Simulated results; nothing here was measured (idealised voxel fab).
Module name: voxel self aligned contacts (process module)
In the cross-section labelled cut, the width is 155 nm and each square cell is 5 nm.
If you're reading a cross-section in this doc, picture square cells in a grid; it comes to you as bands, top ones listed first down to the bottom, and a band can be one or more rows of cells. Look at the band entry: it leads with the top's height and the bottom's height in nm. Then it lists the materials left to right, with a width in nm for each. The word "all across" on a single material says that material fills the band edge to edge. The word "empty" is empty space. Zero point of the height axis is 0; under it, received wafer = one material. Lowest band: continues down indefinitely, "0 nm and below". The notation "30..40" denotes a width that varies across the rows of cells in the band, beginning at the first number in the top row, finishing at the second number in the bottom row, and changing by an identical amount from each row to the next. Basically "same as before" means that step didn't change any cell in the cross-section. Reported under the label "Fully sealed voids" are the empty spaces having no open way to the top and comprising 8 cells or more; the notation for each is width x height at distance, in which the distance is measured from the left edge and all three values are in nm. If you see something after the settings on a step's line, that's the simulator's own remark about that step. "overlay nm", when on a step's line for a step with a mask, measures how far to the right of its planned place the mask lay; a negative measure means to the left.

The following list gives the planned process steps
1 RECEIVE with material Si
2 OXIDIZE with depth nm 5
3 DIRECTIONAL_DEP with material polySi, thk nm 20
4 DIRECTIONAL_DEP with material SiN, thk nm 25
5 MASKED_ETCH with tone cover, mask id GATE, width nm 35, pitch nm 75, etch materials SiN, depth nm 25, overlay nm 0
6 MASKED_ETCH with tone cover, mask id GATE, width nm 35, pitch nm 75, etch materials polySi, depth nm 20, overlay nm 0
7 CONFORMAL_DEP with material SiN, thk nm 10
8 DIRECTIONAL_ETCH with etch materials SiN, depth nm 10
9 FILL_DEP with material SiO2, thk nm 15
10 CMP with height nm 50
11 DIRECTIONAL_DEP with material aC, thk nm 10
12 PATTERN with tone open, mask id CONTACT, material resist, width nm 60, thk nm 25, overlay nm 0
13 DIRECTIONAL_ETCH with etch materials aC, depth nm 10
14 STRIP with etch materials resist
15 DIRECTIONAL_ETCH with etch materials SiO2, depth nm 55
16 STRIP with etch materials aC
17 CONFORMAL_DEP with material TiN, thk nm 5
18 FILL_DEP with material W, thk nm 5
19 CMP with height nm 50
20 CONFORMAL_DEP with material SiCN, thk nm 5

Shown in cross-section is the wafer as received, that is, as it stands after step 1
> 0 nm and below = Si all across
> Fully sealed voids: none

Looking at the first of two wafers in cross-section at end of module - ran to plan
> 55 nm to 50 nm = SiCN all across
> 50 nm to 45 nm = 45 SiO2; 25 TiN; 10 W; 25 TiN; 50 SiO2
> 45 nm to 20 nm = 10 SiO2; 55 SiN; 5 TiN; 10 W; 5 TiN; 55 SiN; 15 SiO2
> 20 nm to 0 nm = 10 SiO2; 10 SiN; 35 polySi; 10 SiN; 5 TiN; 10 W; 5 TiN; 10 SiN; 35 polySi; 10 SiN; 15 SiO2
> 0 nm to -5 nm = 65 SiO2; 20 TiN; 70 SiO2
> -5 nm and below = Si all across
> Fully sealed voids: none

Now the second wafer, cross-sectioned at the end of the module. Nothing different at the start, nothing different in the plan compared with the first, just one mistake when it was actually run
> 55 nm to 50 nm = SiCN all across
> 50 nm to 45 nm = 5 W; 40 TiN; 60 SiO2; 40 TiN; 10 W
> 45 nm to 20 nm = 5 W; 5 TiN; 55 SiN; 20 SiO2; 55 SiN; 5 TiN; 10 W
> 20 nm to 0 nm = 5 W; 5 TiN; 10 SiN; 35 polySi; 10 SiN; 20 SiO2; 10 SiN; 35 polySi; 10 SiN; 5 TiN; 10 W
> 0 nm to -5 nm = 10 TiN; 130 SiO2; 15 TiN
> -5 nm and below = Si all across
> Fully sealed voids: none
What went wrong in running the wafer? off-plan run, step 12, actual operation and settings PATTERN with tone cover, mask id CONTACT, material resist, width nm 60, thk nm 25, overlay nm 0
Cell-count delta at end, second wafer over first, by material: -17 SiO2 | +7 TiN | +10 W
